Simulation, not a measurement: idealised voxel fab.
You're looking at the process module voxel trench capacitor.
Section shown: cut. Width: 240 nm. Cell size: 5 nm, square.
How to read a cross-section here: the picture is a grid of square cells, written as bands going from the top down, and any band can span one or more rows of cells. Band: top and bottom heights (nm) first, top before bottom; then materials from left to right, widths in nm. "throughout" marks a sole material filling the band edge to edge. "blank" denotes empty space. Measure heights from 0. That's the level where, below it, the as-received wafer is all one material. The lowest band is bottomless and extends downward; write it as in "0 nm and below". The expression "30..40" gives the width at the extremes of the band, the first number at its top row of cells and the second at its bottom row, with the width changing by equal amounts from each row to the next in between. "nothing was modified" -> step changed no cross-section cell. Closed-off voids of 8+ cells (no open route to the top) go in "Sealed cavities", written width x height at distance from the left edge, in nm. What comes after the settings on a step's line is commentary from the simulator itself on that step. "overlay nm", when on a step's line for a step with a mask, measures how far to the right of its planned place the mask lay; a negative measure means to the left.

## Steps planned for the process
1 RECEIVE: material Si
2 CONFORMAL_DEP: material SiN, thk nm 5
3 PATTERN: tone open, mask id TRENCH, material resist, width nm 25, pitch nm 40, thk nm 15, overlay nm 0
4 DIRECTIONAL_ETCH: etch materials SiN, depth nm 5
5 DIRECTIONAL_ETCH: etch materials Si, depth nm 40
6 STRIP: etch materials resist
7 CONFORMAL_DEP: material Al2O3, thk nm 5
8 CONFORMAL_DEP: material TiN, thk nm 5
9 FILL_DEP: material W, thk nm 5
10 CMP: height nm 5

## As-received state of the wafer in cross-section, equivalent to post-step 1
> 0 nm and below  Si throughout
> Sealed cavities: none

## Cross-section at module end, one run error; start and plan unchanged from above
> 5 nm to 0 nm  SiN (45); TiN (5); Al2O3 (5); W (5); Al2O3 (5); TiN (5); SiN (15); TiN (5); Al2O3 (5); W (5); Al2O3 (5); TiN (5); SiN (15); TiN (5); Al2O3 (5); W (5); Al2O3 (5); TiN (5); SiN (15); TiN (5); Al2O3 (5); W (5); Al2O3 (5); TiN (5); SiN (50)
> 0 nm to -30 nm  Si (45); TiN (5); Al2O3 (5); W (5); Al2O3 (5); TiN (5); Si (15); TiN (5); Al2O3 (5); W (5); Al2O3 (5); TiN (5); Si (15); TiN (5); Al2O3 (5); W (5); Al2O3 (5); TiN (5); Si (15); TiN (5); Al2O3 (5); W (5); Al2O3 (5); TiN (5); Si (50)
> -30 nm to -35 nm  Si (45); TiN (5); Al2O3 (15); TiN (5); Si (15); TiN (5); Al2O3 (15); TiN (5); Si (15); TiN (5); Al2O3 (15); TiN (5); Si (15); TiN (5); Al2O3 (15); TiN (5); Si (50)
> -35 nm to -40 nm  Si (45); TiN (25); Si (15); TiN (25); Si (15); TiN (25); Si (15); TiN (25); Si (50)
> -40 nm and below  Si throughout
> Sealed cavities: none
what went wrong: steps 7 and 8 of the plan were run in the wrong order, each in the other's place
